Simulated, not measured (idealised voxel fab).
The name of this process module is voxel wiring stack.
FYI the section here is cut, 165 nm wide, cells are 5 nm squares.
Square cells in a grid make up a cross-section in this document, and the grid is given as bands, listed from the top down, each one or more rows of cells.
Within each band entry, the heights of the top and of the bottom of the band appear first, in that order and in nm; the materials of the band then follow from left to right, each with its corresponding width in nm. The designation "throughout" on a single material indicates that it fills the band from edge to edge; the designation "blank" indicates empty space.
The level at which height equals 0 is the one under which the wafer, as it arrives, is entirely one material. No lower edge exists for the bottom band, which continues downward and is notated as in "0..down".
Read "30 to 40" as a graded width: first number on top, second number at the bottom, same change between each pair of neighbouring rows.
"same as before", as given for a step, is the statement that not any cell of the cross-section underwent a change during that step.
"Sealed internal voids" specifies each empty space that is not open to the top and that occupies no fewer than 8 cells, using the form width x height at distance, the distance measured from the left edge and all three quantities in nm.
Whatever follows a step's settings on its line is a remark the simulator itself makes about that step.
Regarding "overlay nm": on a step with a mask, it is the distance the mask lay to the right of its planned place; a negative value places it to the left.
## plan
1: RECEIVE, material Si
2: CONFORMAL_DEP, material SiO2, thk nm 15
3: DIRECTIONAL_DEP, material TiN, thk nm 5
4: DIRECTIONAL_DEP, material W, thk nm 20
5: DIRECTIONAL_DEP, material aC, thk nm 10
6: PATTERN, tone cover, mask id METAL_1, material resist, width nm 30, pitch nm 45, thk nm 30, overlay nm 0
7: DIRECTIONAL_ETCH, etch materials aC, depth nm 10
8: STRIP, etch materials resist
9: DIRECTIONAL_ETCH, etch materials W, depth nm 20
10: DIRECTIONAL_ETCH, etch materials TiN, depth nm 5
11: STRIP, etch materials aC
12: CONFORMAL_DEP, material SiN, thk nm 5
13: FILL_DEP, material lowk, thk nm 5
14: CMP, height nm 40
15: CONFORMAL_DEP, material SiCN, thk nm 5
16: DIRECTIONAL_DEP, material SiO2, thk nm 20
17: DIRECTIONAL_DEP, material aC, thk nm 10
18: PATTERN, tone open, mask id PLUG_1, material resist, width nm 15, pitch nm 90, thk nm 25, overlay nm 0
19: DIRECTIONAL_ETCH, etch materials aC, depth nm 10
20: STRIP, etch materials resist
21: DIRECTIONAL_ETCH, etch materials SiO2, depth nm 20
22: DIRECTIONAL_ETCH, etch materials SiCN, depth nm 5
23: STRIP, etch materials aC
24: EPI, material Ru, thk nm 10
25: EPI, material Ru, thk nm 10
26: EPI, material Ru, thk nm 5
27: DIRECTIONAL_DEP, material TiN, thk nm 5
28: DIRECTIONAL_DEP, material W, thk nm 25
29: DIRECTIONAL_DEP, material aC, thk nm 10
30: PATTERN, tone cover, mask id METAL_2, material resist, width nm 30, pitch nm 45, thk nm 30, overlay nm 0
31: DIRECTIONAL_ETCH, etch materials aC, depth nm 10
32: STRIP, etch materials resist
33: DIRECTIONAL_ETCH, etch materials W, depth nm 25
34: DIRECTIONAL_ETCH, etch materials TiN, depth nm 5
35: STRIP, etch materials aC
36: CONFORMAL_DEP, material SiN, thk nm 5
37: FILL_DEP, material lowk, thk nm 5
38: CMP, height nm 95
39: CONFORMAL_DEP, material SiCN, thk nm 5
40: DIRECTIONAL_DEP, material lowk, thk nm 10
41: MASKED_ETCH, tone open, mask id PLUG_2, width nm 15, pitch nm 90, etch materials lowk, depth nm 10, overlay nm 0
42: MASKED_ETCH, tone open, mask id PLUG_2, width nm 15, pitch nm 90, etch materials SiCN, depth nm 5, overlay nm 0
43: EPI, material Ru, thk nm 10
44: EPI, material Ru, thk nm 5
45: DIRECTIONAL_DEP, material TiN, thk nm 5
46: DIRECTIONAL_DEP, material W, thk nm 15
47: MASKED_ETCH, tone cover, mask id METAL_3, width nm 30, pitch nm 45, etch materials W, depth nm 15, overlay nm 0
48: MASKED_ETCH, tone cover, mask id METAL_3, width nm 30, pitch nm 45, etch materials TiN, depth nm 5, overlay nm 0
49: FILL_DEP, material SiO2, thk nm 10
50: CMP, height nm 130
51: CONFORMAL_DEP, material SiCN, thk nm 5
52: DIRECTIONAL_DEP, material lowk, thk nm 10
53: PATTERN, tone open, mask id PLUG_3, material resist, width nm 15, pitch nm 45, thk nm 20, overlay nm 0
54: DIRECTIONAL_ETCH, etch materials lowk, depth nm 10
55: DIRECTIONAL_ETCH, etch materials SiCN, depth nm 5
56: STRIP, etch materials resist
57: CONFORMAL_DEP, material TiN, thk nm 5
58: FILL_DEP, material Cu, thk nm 5
59: CMP, height nm 145
60: DIRECTIONAL_DEP, material TiN, thk nm 5
61: DIRECTIONAL_DEP, material W, thk nm 20
62: MASKED_ETCH, tone cover, mask id METAL_4, width nm 30, pitch nm 45, etch materials W, depth nm 20, overlay nm 0
63: MASKED_ETCH, tone cover, mask id METAL_4, width nm 30, pitch nm 45, etch materials TiN, depth nm 5, overlay nm 0
64: CONFORMAL_DEP, material SiCN, thk nm 5
65: FILL_DEP, material SiO2, thk nm 10
66: CMP, height nm 170
67: CONFORMAL_DEP, material SiCN, thk nm 5
## Cross-section of the wafer at receipt, which is the condition after step 1
> 0..down = Si throughout
> Sealed internal voids: none
## The plan above was carried out on the starting structure above with one mistake, and this cross-section shows the wafer at the end of the module
> 175..170 = SiCN throughout
> 170..150 = SiO2 15 nm  SiCN 5 nm  W 30 nm  SiCN 5 nm  SiO2 5 nm  SiCN 5 nm  W 30 nm  SiCN 5 nm  SiO2 5 nm  SiCN 5 nm  W 30 nm  SiCN 5 nm  SiO2 20 nm
> 150..145 = SiCN 20 nm  TiN 30 nm  SiCN 15 nm  TiN 30 nm  SiCN 15 nm  TiN 30 nm  SiCN 25 nm
> 145..135 = lowk 20 nm  TiN 5 nm  Cu 5 nm  TiN 5 nm  lowk 30 nm  TiN 5 nm  Cu 5 nm  TiN 5 nm  lowk 30 nm  TiN 5 nm  Cu 5 nm  TiN 5 nm  lowk 40 nm
> 135..130 = SiCN 20 nm  TiN 15 nm  SiCN 30 nm  TiN 15 nm  SiCN 30 nm  TiN 15 nm  SiCN 40 nm
> 130..115 = SiO2 35 nm  W 15 nm  SiO2 15 nm  W 30 nm  SiO2 30 nm  W 15 nm  SiO2 25 nm
> 115..110 = SiO2 20 nm  W 15 nm  TiN 15 nm  SiO2 15 nm  TiN 30 nm  SiO2 15 nm  W 15 nm  TiN 15 nm  SiO2 25 nm
> 110..100 = lowk 20 nm  W 15 nm  lowk 75 nm  W 15 nm  lowk 40 nm
> 100..95 = SiCN 20 nm  TiN 15 nm  SiCN 75 nm  TiN 15 nm  SiCN 40 nm
> 95..75 = lowk 30 nm  SiN 5 nm  W 15 nm  SiN 5 nm  lowk 5 nm  SiN 5 nm  W 30 nm  SiN 5 nm  lowk 20 nm  SiN 5 nm  W 15 nm  SiN 5 nm  lowk 20 nm
> 75..70 = lowk 15 nm  SiN 20 nm  W 15 nm  SiN 5 nm  lowk 5 nm  SiN 5 nm  W 30 nm  SiN 5 nm  lowk 5 nm  SiN 20 nm  W 15 nm  SiN 5 nm  lowk 20 nm
> 70..65 = SiN 20 nm  W 15 nm  TiN 15 nm  SiN 15 nm  TiN 30 nm  SiN 15 nm  W 15 nm  TiN 15 nm  SiN 25 nm
> 65..45 = SiO2 20 nm  W 15 nm  SiO2 75 nm  W 15 nm  SiO2 40 nm
> 45..40 = SiCN 20 nm  TiN 15 nm  SiCN 75 nm  TiN 15 nm  SiCN 40 nm
> 40..35 = lowk 15 nm  SiN 40 nm  lowk 5 nm  SiN 40 nm  lowk 5 nm  SiN 40 nm  lowk 20 nm
> 35..20 = lowk 15 nm  SiN 5 nm  W 30 nm  SiN 5 nm  lowk 5 nm  SiN 5 nm  W 30 nm  SiN 5 nm  lowk 5 nm  SiN 5 nm  W 30 nm  SiN 5 nm  lowk 20 nm
> 20..15 = SiN 20 nm  W 30 nm  SiN 15 nm  W 30 nm  SiN 15 nm  W 30 nm  SiN 25 nm
> 15..0 = SiO2 throughout
> 0..down = Si throughout
> Sealed internal voids: none
Where did the run depart from the plan? step 3 of the plan got skipped, so it never ran
